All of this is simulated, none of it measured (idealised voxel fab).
Process module in this document: voxel transistor to metal
Square cells of 5 nm make up the cross-section cut, whose width is 150 nm.
When this document writes out a cross-section, it uses a grid of square cells and lists it as bands, beginning at the top and moving down, with a band standing for one or more rows of cells.
In this notation a band is specified by the heights of its top and bottom, in that order and in nm, after which its materials appear from left to right, each paired with its width in nm. The word "throughout" attached to a single material means that material fills the band from edge to edge; the word "empty" stands for empty space.
Where do heights start? At 0: under that level the wafer as delivered is made of one material only. And the lowest band has no floor; it just carries on downward, as in "0 -> down".
A width given as "30 to 40" starts at the first number in the band's top row and ends at the second number in its bottom row, shifting by an equal amount at every step from row to row.
What does "remains unaltered" mean for a step? It means no cell of the cross-section changed in that step.
This entry, "Sealed void listing", enumerates those empty regions of no fewer than 8 cells that possess no open connection to the top. Each region is reported in the form width x height at distance, the distance being taken from the left edge, with all three quantities expressed in nm.
Text after the settings on a step's line: the simulator's own remark on that step.
"overlay nm" denotes, for a step that has a mask, the displacement of the mask to the right of its planned place, with negative values corresponding to the left.
**Here's what the planned process steps look like**
| 1 | RECEIVE (material Si) |
| 2 | OXIDIZE (depth nm 5) |
| 3 | CONFORMAL_DEP (material SiN; thk nm 15) |
| 4 | PATTERN (tone cover; mask id ACTIVE; material resist; width nm 90; thk nm 20; overlay nm 0) |
| 5 | DIRECTIONAL_ETCH (etch materials SiN; depth nm 15) |
| 6 | DIRECTIONAL_ETCH (etch materials SiO2; depth nm 5) |
| 7 | DIRECTIONAL_ETCH (etch materials Si; depth nm 25) |
| 8 | STRIP (etch materials resist) |
| 9 | FILL_DEP (material SiO2; thk nm 5) |
| 10 | CMP (height nm 15) |
| 11 | SELECTIVE_ETCH (etch materials SiO2; depth nm 15) |
| 12 | STRIP (etch materials SiN) |
| 13 | SELECTIVE_ETCH (etch materials SiO2; depth nm 5) |
| 14 | OXIDIZE (depth nm 5) |
| 15 | DIRECTIONAL_DEP (material polySi; thk nm 25) |
| 16 | DIRECTIONAL_DEP (material SiCN; thk nm 15) |
| 17 | MASKED_ETCH (tone cover; mask id GATE; width nm 15; etch materials SiCN; depth nm 25; overlay nm 0) |
| 18 | MASKED_ETCH (tone cover; mask id GATE; width nm 20; etch materials polySi; depth nm 35; overlay nm 0) |
| 19 | CONFORMAL_DEP (material SiN; thk nm 10) |
| 20 | DIRECTIONAL_ETCH (etch materials SiN; depth nm 10) |
| 21 | DIRECTIONAL_ETCH (etch materials SiO2; depth nm 5) |
| 22 | DIRECTIONAL_ETCH (etch materials Si; depth nm 5) |
| 23 | EPI (material SiGe; thk nm 10) |
| 24 | FILL_DEP (material SiO2; thk nm 5) |
| 25 | CMP (height nm 35) |
| 26 | DIRECTIONAL_DEP (material SiO2; thk nm 15) |
| 27 | PATTERN (tone open; mask id CONTACT; material resist; width nm 15; pitch nm 65; thk nm 20; overlay nm 0) |
| 28 | DIRECTIONAL_ETCH (etch materials SiO2; depth nm 55) |
| 29 | STRIP (etch materials resist) |
| 30 | CONFORMAL_DEP (material TiN; thk nm 5) |
| 31 | FILL_DEP (material W; thk nm 10) |
| 32 | CMP (height nm 50) |
| 33 | DIRECTIONAL_DEP (material TiN; thk nm 5) |
| 34 | DIRECTIONAL_DEP (material Ru; thk nm 25) |
| 35 | DIRECTIONAL_DEP (material aC; thk nm 10) |
| 36 | PATTERN (tone cover; mask id METAL_1; material resist; width nm 15; pitch nm 65; thk nm 25; overlay nm 0) |
| 37 | DIRECTIONAL_ETCH (etch materials aC; depth nm 10) |
| 38 | STRIP (etch materials resist) |
| 39 | DIRECTIONAL_ETCH (etch materials Ru; depth nm 25) |
| 40 | DIRECTIONAL_ETCH (etch materials TiN; depth nm 5) |
| 41 | STRIP (etch materials aC) |
| 42 | CONFORMAL_DEP (material SiN; thk nm 5) |
| 43 | FILL_DEP (material SiO2; thk nm 5) |
| 44 | CMP (height nm 80) |
| 45 | CONFORMAL_DEP (material SiCN; thk nm 5) |
| 46 | DIRECTIONAL_DEP (material SiO2; thk nm 35) |
| 47 | PATTERN (tone open; mask id METAL_2; material resist; width nm 15; pitch nm 65; thk nm 20; overlay nm 0) |
| 48 | DIRECTIONAL_ETCH (etch materials SiO2; depth nm 20) |
| 49 | STRIP (etch materials resist) |
| 50 | PATTERN (tone open; mask id METAL_2_HOLES; material resist; width nm 15; pitch nm 65; thk nm 20; overlay nm 0) |
| 51 | DIRECTIONAL_ETCH (etch materials SiO2; depth nm 15) |
| 52 | DIRECTIONAL_ETCH (etch materials SiCN; depth nm 5) |
| 53 | STRIP (etch materials resist) |
| 54 | CONFORMAL_DEP (material TiN; thk nm 5) |
| 55 | FILL_DEP (material Ru; thk nm 10) |
| 56 | CMP (height nm 120) |
| 57 | CONFORMAL_DEP (material SiN; thk nm 5) |
Every wafer here starts from the same state; it is the step 17 width nm that distinguishes them, and the value the plan gives belongs to the first wafer.
**Here's the first of the wafers in cross-section, just as we got it, i.e. after step 1**
* 0 -> down | Si throughout
* Sealed void listing: none
**The first of several wafers, seen in cross-section after the module's last step, step 57**
* 125 -> 120 | SiN throughout
* 120 -> 85 | SiO2 35 nm | TiN 5 nm | Ru 5 nm | TiN 5 nm | SiO2 50 nm | TiN 5 nm | Ru 5 nm | TiN 5 nm | SiO2 35 nm
* 85 -> 80 | SiCN 35 nm | TiN 15 nm | SiCN 50 nm | TiN 15 nm | SiCN 35 nm
* 80 -> 55 | SiO2 30 nm | SiN 5 nm | Ru 15 nm | SiN 5 nm | SiO2 40 nm | SiN 5 nm | Ru 15 nm | SiN 5 nm | SiO2 30 nm
* 55 -> 50 | SiN 35 nm | TiN 15 nm | SiN 50 nm | TiN 15 nm | SiN 35 nm
* 50 -> 35 | SiO2 35 nm | TiN 5 nm | W 5 nm | TiN 5 nm | SiO2 50 nm | TiN 5 nm | W 5 nm | TiN 5 nm | SiO2 35 nm
* 35 -> 20 | SiO2 35 nm | TiN 5 nm | W 5 nm | TiN 5 nm | SiO2 10 nm | SiN 10 nm | SiCN 15 nm | SiN 10 nm | SiO2 5 nm | TiN 5 nm | W 5 nm | TiN 5 nm | SiO2 35 nm
* 20 -> 5 | SiO2 35 nm | TiN 5 nm | W 5 nm | TiN 5 nm | SiO2 5 nm | SiN 10 nm | polySi 20 nm | SiN 10 nm | SiO2 5 nm | TiN 5 nm | W 5 nm | TiN 5 nm | SiO2 35 nm
* 5 -> 0 | SiO2 35 nm | TiN 15 nm | SiO2 5 nm | SiN 10 nm | polySi 20 nm | SiN 10 nm | SiO2 5 nm | TiN 15 nm | SiO2 35 nm
* 0 -> -5 | SiO2 35 nm | TiN 10 nm | SiGe 10 nm | SiN 10 nm | polySi 20 nm | SiN 10 nm | SiGe 10 nm | TiN 10 nm | SiO2 35 nm
* -5 -> -10 | SiO2 25 nm | SiGe 30 nm | SiO2 40 nm | SiGe 30 nm | SiO2 25 nm
* -10 -> -15 | SiO2 30 nm | SiGe 25 nm | Si 40 nm | SiGe 25 nm | SiO2 30 nm
* -15 -> -30 | SiO2 30 nm | Si 90 nm | SiO2 30 nm
* -30 -> down | Si throughout
* Sealed void listing: none
**Cross-section, last wafer, module completion**
* 125 -> 120 | SiN throughout
* 120 -> 85 | SiO2 35 nm | TiN 5 nm | Ru 5 nm | TiN 5 nm | SiO2 50 nm | TiN 5 nm | Ru 5 nm | TiN 5 nm | SiO2 35 nm
* 85 -> 80 | SiCN 35 nm | TiN 15 nm | SiCN 50 nm | TiN 15 nm | SiCN 35 nm
* 80 -> 55 | SiO2 30 nm | SiN 5 nm | Ru 15 nm | SiN 5 nm | SiO2 40 nm | SiN 5 nm | Ru 15 nm | SiN 5 nm | SiO2 30 nm
* 55 -> 50 | SiN 35 nm | TiN 15 nm | SiN 50 nm | TiN 15 nm | SiN 35 nm
* 50 -> 40 | SiO2 35 nm | TiN 5 nm | W 5 nm | TiN 5 nm | SiO2 50 nm | TiN 5 nm | W 5 nm | TiN 5 nm | SiO2 35 nm
* 40 -> 35 | SiO2 35 nm | TiN 5 nm | W 5 nm | TiN 5 nm | SiO2 50 nm | TiN 15 nm | SiO2 35 nm
* 35 -> 20 | SiO2 35 nm | TiN 5 nm | W 5 nm | TiN 5 nm | SiN 10 nm | SiCN 35 nm | SiN 10 nm | TiN 10 nm | SiO2 35 nm
* 20 -> 5 | SiO2 35 nm | TiN 5 nm | W 5 nm | TiN 5 nm | SiN 10 nm | polySi 35 nm | SiN 10 nm | TiN 10 nm | SiO2 35 nm
* 5 -> 0 | SiO2 35 nm | TiN 15 nm | SiN 10 nm | polySi 35 nm | SiN 10 nm | TiN 10 nm | SiO2 35 nm
* 0 -> -5 | SiO2 35 nm | TiN 5 nm | SiGe 10 nm | SiN 10 nm | polySi 35 nm | SiN 10 nm | SiGe 10 nm | SiO2 35 nm
* -5 -> -10 | SiO2 25 nm | SiGe 25 nm | SiO2 55 nm | SiGe 20 nm | SiO2 25 nm
* -10 -> -15 | SiO2 30 nm | SiGe 20 nm | Si 55 nm | SiGe 15 nm | SiO2 30 nm
* -15 -> -30 | SiO2 30 nm | Si 90 nm | SiO2 30 nm
* -30 -> down | Si throughout
* Sealed void listing: none
**Per-wafer rows below. For each material: cells gained (+) or lost (-) since the wafer was received, as of end of module. Then: closed voids**
width nm 15 | +44 Ru | -118 Si | +33 SiCN | +26 SiGe | +106 SiN | +535 SiO2 | +86 TiN | +18 W | +20 polySi | Sealed void listing: none
width nm 20 | +44 Ru | -118 Si | +36 SiCN | +26 SiGe | +106 SiN | +532 SiO2 | +86 TiN | +18 W | +20 polySi | Sealed void listing: none
width nm 25 | +44 Ru | -117 Si | +39 SiCN | +24 SiGe | +106 SiN | +526 SiO2 | +85 TiN | +18 W | +25 polySi | Sealed void listing: none
width nm 30 | +44 Ru | -116 Si | +42 SiCN | +22 SiGe | +106 SiN | +520 SiO2 | +84 TiN | +18 W | +30 polySi | Sealed void listing: none
width nm 35 | +44 Ru | -115 Si | +45 SiCN | +20 SiGe | +106 SiN | +521 SiO2 | +83 TiN | +11 W | +35 polySi | Sealed void listing: none
